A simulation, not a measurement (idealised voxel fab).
Process module name: voxel self aligned contacts
Cross-section cut spans 240 nm and uses square cells 5 nm in size.
Square cells in a grid make up a cross-section in this document, and the grid is given as bands, listed from the top down, each one or more rows of cells.
For a band, the entry starts with two heights in nm, that of the top and then that of the bottom, and carries on with the band's materials in order from left to right, each alongside its width in nm; the word "full width" beside a single material means it fills the band edge to edge, and "blank" means empty space.
The reference from which all heights are counted is 0, the level beneath which the as-received wafer is entirely one material; the lowest band, having no lower bound, proceeds downward and is written after the example "top 0, no bottom".
Read "30..40" as a graded width: first number on top, second number at the bottom, same change between each pair of neighbouring rows.
What does "no modifications" mean for a step? It means no cell of the cross-section changed in that step.
"Enclosed void inventory": empty spaces of 8 cells or more with no open way to the top, each given as width x height at distance, distance from the left edge, all in nm.
Post-settings text on a step line: simulator's own remark regarding the step.
"overlay nm" denotes, for a step that has a mask, the displacement of the mask to the right of its planned place, with negative values corresponding to the left.

The planned process steps are enumerated hereunder
1,RECEIVE with material Si
2,OXIDIZE with depth nm 5
3,DIRECTIONAL_DEP with material polySi, thk nm 20
4,DIRECTIONAL_DEP with material SiN, thk nm 20
5,PATTERN with tone cover, mask id GATE, material resist, width nm 35, pitch nm 75, thk nm 20, overlay nm 0
6,DIRECTIONAL_ETCH with etch materials SiN, depth nm 20
7,DIRECTIONAL_ETCH with etch materials polySi, depth nm 20
8,STRIP with etch materials resist
9,CONFORMAL_DEP with material SiN, thk nm 10
10,DIRECTIONAL_ETCH with etch materials SiN, depth nm 10
11,FILL_DEP with material SiO2, thk nm 15
12,CMP with height nm 45
13,MASKED_ETCH with tone open, mask id CONTACT, width nm 50, pitch nm 75, etch materials SiO2, depth nm 50, overlay nm 0
14,CONFORMAL_DEP with material TiN, thk nm 5
15,FILL_DEP with material W, thk nm 5
16,CMP with height nm 45
17,CONFORMAL_DEP with material SiN, thk nm 5

First of the two wafers, run per plan

As received, after step 1
* top 0, no bottom  Si full width
* Enclosed void inventory: none

After step 2
* top 0, bottom -5  SiO2 full width
* Beneath the level -5, the cross-section is identical to its previous state.

After step 3
* top 20, bottom 0  polySi full width
* Beneath the level 0, the cross-section is identical to its previous state.

After step 4
* top 40, bottom 20  SiN full width
* Beneath the level 20, the cross-section is identical to its previous state.

After step 5
* top 60, bottom 40  25 nm blank  35 nm resist  40 nm blank  35 nm resist  40 nm blank  35 nm resist  30 nm blank
* Beneath the level 40, the cross-section is identical to its previous state.

After step 6
* top 60, bottom 40  25 nm blank  35 nm resist  40 nm blank  35 nm resist  40 nm blank  35 nm resist  30 nm blank
* top 40, bottom 20  25 nm blank  35 nm SiN  40 nm blank  35 nm SiN  40 nm blank  35 nm SiN  30 nm blank
* Beneath the level 20, the cross-section is identical to its previous state.

After step 7
* top 60, bottom 40  25 nm blank  35 nm resist  40 nm blank  35 nm resist  40 nm blank  35 nm resist  30 nm blank
* top 40, bottom 20  25 nm blank  35 nm SiN  40 nm blank  35 nm SiN  40 nm blank  35 nm SiN  30 nm blank
* top 20, bottom 0  25 nm blank  35 nm polySi  40 nm blank  35 nm polySi  40 nm blank  35 nm polySi  30 nm blank
* Beneath the level 0, the cross-section is identical to its previous state.

After step 8
* top 40, bottom 20  25 nm blank  35 nm SiN  40 nm blank  35 nm SiN  40 nm blank  35 nm SiN  30 nm blank
* Beneath the level 20, the cross-section is identical to its previous state.

After step 9
* top 50, bottom 20  15 nm blank  55 nm SiN  20 nm blank  55 nm SiN  20 nm blank  55 nm SiN  20 nm blank
* top 20, bottom 10  15 nm blank  10 nm SiN  35 nm polySi  10 nm SiN  20 nm blank  10 nm SiN  35 nm polySi  10 nm SiN  20 nm blank  10 nm SiN  35 nm polySi  10 nm SiN  20 nm blank
* top 10, bottom 0  25 nm SiN  35 nm polySi  40 nm SiN  35 nm polySi  40 nm SiN  35 nm polySi  30 nm SiN
* Beneath the level 0, the cross-section is identical to its previous state.

After step 10
* top 40, bottom 20  15 nm blank  55 nm SiN  20 nm blank  55 nm SiN  20 nm blank  55 nm SiN  20 nm blank
* top 20, bottom 0  15 nm blank  10 nm SiN  35 nm polySi  10 nm SiN  20 nm blank  10 nm SiN  35 nm polySi  10 nm SiN  20 nm blank  10 nm SiN  35 nm polySi  10 nm SiN  20 nm blank
* Beneath the level 0, the cross-section is identical to its previous state.

After step 11
* top 55, bottom 40  SiO2 full width
* top 40, bottom 20  15 nm SiO2  55 nm SiN  20 nm SiO2  55 nm SiN  20 nm SiO2  55 nm SiN  20 nm SiO2
* top 20, bottom 0  15 nm SiO2  10 nm SiN  35 nm polySi  10 nm SiN  20 nm SiO2  10 nm SiN  35 nm polySi  10 nm SiN  20 nm SiO2  10 nm SiN  35 nm polySi  10 nm SiN  20 nm SiO2
* Beneath the level 0, the cross-section is identical to its previous state.

After step 12
* top 45, bottom 40  SiO2 full width
* Beneath the level 40, the cross-section is identical to its previous state.

After step 13
* top 45, bottom 40  55 nm SiO2  50 nm blank  25 nm SiO2  50 nm blank  60 nm SiO2
* top 40, bottom 20  15 nm SiO2  55 nm SiN  20 nm blank  55 nm SiN  20 nm blank  55 nm SiN  20 nm SiO2
* top 20, bottom 0  15 nm SiO2  10 nm SiN  35 nm polySi  10 nm SiN  20 nm blank  10 nm SiN  35 nm polySi  10 nm SiN  20 nm blank  10 nm SiN  35 nm polySi  10 nm SiN  20 nm SiO2
* top 0, bottom -5  70 nm SiO2  20 nm blank  55 nm SiO2  20 nm blank  75 nm SiO2
* Beneath the level -5, the cross-section is identical to its previous state.

After step 14
* top 50, bottom 45  60 nm TiN  40 nm blank  35 nm TiN  40 nm blank  65 nm TiN
* top 45, bottom 40  55 nm SiO2  20 nm TiN  10 nm blank  20 nm TiN  25 nm SiO2  20 nm TiN  10 nm blank  20 nm TiN  60 nm SiO2
* top 40, bottom 20  15 nm SiO2  55 nm SiN  5 nm TiN  10 nm blank  5 nm TiN  55 nm SiN  5 nm TiN  10 nm blank  5 nm TiN  55 nm SiN  20 nm SiO2
* top 20, bottom 0  15 nm SiO2  10 nm SiN  35 nm polySi  10 nm SiN  5 nm TiN  10 nm blank  5 nm TiN  10 nm SiN  35 nm polySi  10 nm SiN  5 nm TiN  10 nm blank  5 nm TiN  10 nm SiN  35 nm polySi  10 nm SiN  20 nm SiO2
* top 0, bottom -5  70 nm SiO2  20 nm TiN  55 nm SiO2  20 nm TiN  75 nm SiO2
* Beneath the level -5, the cross-section is identical to its previous state.

After step 15
* top 55, bottom 50  W full width
* top 50, bottom 45  60 nm TiN  40 nm W  35 nm TiN  40 nm W  65 nm TiN
* top 45, bottom 40  55 nm SiO2  20 nm TiN  10 nm W  20 nm TiN  25 nm SiO2  20 nm TiN  10 nm W  20 nm TiN  60 nm SiO2
* top 40, bottom 20  15 nm SiO2  55 nm SiN  5 nm TiN  10 nm W  5 nm TiN  55 nm SiN  5 nm TiN  10 nm W  5 nm TiN  55 nm SiN  20 nm SiO2
* top 20, bottom 0  15 nm SiO2  10 nm SiN  35 nm polySi  10 nm SiN  5 nm TiN  10 nm W  5 nm TiN  10 nm SiN  35 nm polySi  10 nm SiN  5 nm TiN  10 nm W  5 nm TiN  10 nm SiN  35 nm polySi  10 nm SiN  20 nm SiO2
* Beneath the level 0, the cross-section is identical to its previous state.

After step 16
* top 45, bottom 40  55 nm SiO2  20 nm TiN  10 nm W  20 nm TiN  25 nm SiO2  20 nm TiN  10 nm W  20 nm TiN  60 nm SiO2
* Beneath the level 40, the cross-section is identical to its previous state.

After step 17
* top 50, bottom 45  SiN full width
* Beneath the level 45, the cross-section is identical to its previous state.

The second wafer began exactly as the first did and followed the same plan, but one mistake was made while running it; through step 10 inclusive, the two wafers are identical

Cross-section: second wafer, time at which step 11 was scheduled to end
* top 55, bottom 40  polySi full width
* top 40, bottom 20  15 nm polySi  55 nm SiN  20 nm polySi  55 nm SiN  20 nm polySi  55 nm SiN  20 nm polySi
* top 20, bottom 0  15 nm polySi  10 nm SiN  35 nm polySi  10 nm SiN  20 nm polySi  10 nm SiN  35 nm polySi  10 nm SiN  20 nm polySi  10 nm SiN  35 nm polySi  10 nm SiN  20 nm polySi
* Beneath the level 0, the cross-section is identical to its previous state.

Cross-section: second wafer, time at which step 12 was scheduled to end
* top 45, bottom 40  polySi full width
* Beneath the level 40, the cross-section is identical to its previous state.

Cross-section: second wafer, time at which step 13 was scheduled to end: no modifications

Cross-section: second wafer, time at which step 14 was scheduled to end
* top 50, bottom 45  TiN full width
* Beneath the level 45, the cross-section is identical to its previous state.

Cross-section: second wafer, time at which step 15 was scheduled to end
* top 55, bottom 50  W full width
* Beneath the level 50, the cross-section is identical to its previous state.

Cross-section: second wafer, time at which step 16 was scheduled to end
* top 45, bottom 40  polySi full width
* Beneath the level 40, the cross-section is identical to its previous state.

Cross-section: second wafer, time at which step 17 was scheduled to end
* top 50, bottom 45  SiN full width
* Beneath the level 45, the cross-section is identical to its previous state.
Heads up, the wafer didn't run the way we planned it: step 11 deviated from plan and actually ran as FILL_DEP with material polySi, thk nm 15
Once processing is complete, comparing cell counts shows that the second wafer has more or fewer of certain materials than the first: SiO2 -76, TiN -56, W -36, polySi +168
